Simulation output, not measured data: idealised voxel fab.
Process module, titled voxel local oxidation
Square cell edge 5 nm, section width 300 nm, ID cut.
Bands, listed from the top down, are how a cross-section gets written in this document; the cross-section itself is a grid of square cells, and a band is one or more rows of them. Top height, bottom height, nm. Materials left to right, width each, nm. Single material + "everywhere" = fills band edge to edge. "empty" = empty. We count height from 0. Below that, the starting wafer is all one material. The lowest band never ends at the bottom but goes on down; see "0 and below" for how that is written. Graded width ("30..40"): value in top row of band = first number; value in bottom row = second number; row-to-row change constant. For the purposes of this document, the phrase "nothing got changed" attached to a step denotes that no cell within the cross-section was modified by that step. Listed in "Closed void catalog": every empty space of 8 or more cells without an open way to the top. Form: width x height at distance, the distance being from the left edge, all in nm. Anything after a step's settings on that line? It's the simulator's own note about the step. "overlay nm" denotes, for a step that has a mask, the displacement of the mask to the right of its planned place, with negative values corresponding to the left.

LIST OF PLANNED PROCESS STEPS
- 1: RECEIVE (material Si)
- 2: CONFORMAL_DEP (material SiO2; thk nm 5)
- 3: CONFORMAL_DEP (material SiN; thk nm 15)
- 4: PATTERN (tone cover; mask id ACTIVE; material resist; width nm 100; thk nm 15; overlay nm 0)
- 5: DIRECTIONAL_ETCH (etch materials SiN; depth nm 15)
- 6: STRIP (etch materials resist)
- 7: SELECTIVE_ETCH (etch materials SiO2; depth nm 5)
- 8: OXIDIZE (depth nm 10)
- 9: STRIP (etch materials SiN)

FIRST OF THE TWO WAFERS, RUN PER PLAN

SHOWN IN CROSS-SECTION IS THE WAFER AS RECEIVED, THAT IS, AS IT STANDS AFTER STEP 1
- 0 and below = Si everywhere
- Closed void catalog: none

SO THIS IS THE WAFER CROSS-SECTION RIGHT AFTER STEP 2
- 5 down to 0 = SiO2 everywhere
- Everything below 0 is unchanged.

SO THIS IS THE WAFER CROSS-SECTION RIGHT AFTER STEP 3
- 20 down to 5 = SiN everywhere
- Everything below 5 is unchanged.

SO THIS IS THE WAFER CROSS-SECTION RIGHT AFTER STEP 4
- 35 down to 20 = empty=100 | resist=100 | empty=100
- Everything below 20 is unchanged.

SO THIS IS THE WAFER CROSS-SECTION RIGHT AFTER STEP 5
- 35 down to 20 = empty=100 | resist=100 | empty=100
- 20 down to 5 = empty=100 | SiN=100 | empty=100
- Everything below 5 is unchanged.

SO THIS IS THE WAFER CROSS-SECTION RIGHT AFTER STEP 6
- 20 down to 5 = empty=100 | SiN=100 | empty=100
- Everything below 5 is unchanged.

SO THIS IS THE WAFER CROSS-SECTION RIGHT AFTER STEP 7
- 20 down to 5 = empty=100 | SiN=100 | empty=100
- 5 down to 0 = empty=105 | SiO2=90 | empty=105
- Everything below 0 is unchanged.

SO THIS IS THE WAFER CROSS-SECTION RIGHT AFTER STEP 8
- 20 down to 5 = empty=100 | SiN=100 | empty=100
- 5 down to 0 = empty=105 | SiO2=90 | empty=105
- 0 down to -10 = SiO2=115 | Si=70 | SiO2=115
- Everything below -10 is unchanged.

SO THIS IS THE WAFER CROSS-SECTION RIGHT AFTER STEP 9
- 5 down to 0 = empty=105 | SiO2=90 | empty=105
- Everything below 0 is unchanged.

NOW THE OTHER WAFER: SAME START, SAME RECIPE, BUT WE MESSED UP ONE THING WHEN RUNNING IT. UP TO AND INCLUDING STEP 3 IT'S THE SAME AS THE FIRST ONE

CROSS-SECTION OF THE SECOND WAFER AT THE TIME STEP 4 OF THE PLAN SHOULD HAVE ENDED
- 35 down to 20 = empty=90 | resist=100 | empty=110
- Everything below 20 is unchanged.

CROSS-SECTION OF THE SECOND WAFER AT THE TIME STEP 5 OF THE PLAN SHOULD HAVE ENDED
- 35 down to 20 = empty=90 | resist=100 | empty=110
- 20 down to 5 = empty=90 | SiN=100 | empty=110
- Everything below 5 is unchanged.

CROSS-SECTION OF THE SECOND WAFER AT THE TIME STEP 6 OF THE PLAN SHOULD HAVE ENDED
- 20 down to 5 = empty=90 | SiN=100 | empty=110
- Everything below 5 is unchanged.

CROSS-SECTION OF THE SECOND WAFER AT THE TIME STEP 7 OF THE PLAN SHOULD HAVE ENDED
- 20 down to 5 = empty=90 | SiN=100 | empty=110
- 5 down to 0 = empty=95 | SiO2=90 | empty=115
- Everything below 0 is unchanged.

CROSS-SECTION OF THE SECOND WAFER AT THE TIME STEP 8 OF THE PLAN SHOULD HAVE ENDED
- 20 down to 5 = empty=90 | SiN=100 | empty=110
- 5 down to 0 = empty=95 | SiO2=90 | empty=115
- 0 down to -10 = SiO2=105 | Si=70 | SiO2=125
- Everything below -10 is unchanged.

CROSS-SECTION OF THE SECOND WAFER AT THE TIME STEP 9 OF THE PLAN SHOULD HAVE ENDED
- 5 down to 0 = empty=95 | SiO2=90 | empty=115
- Everything below 0 is unchanged.
In executing the process, a mistake was made relative to the plan: in deviation from the planned setting, step 4 was conducted as PATTERN (tone cover; mask id ACTIVE; material resist; width nm 100; thk nm 15; overlay nm -10)
Comparing end states, the material composition by cell count is preserved from the first wafer to the second, while the locations of the cells are not.
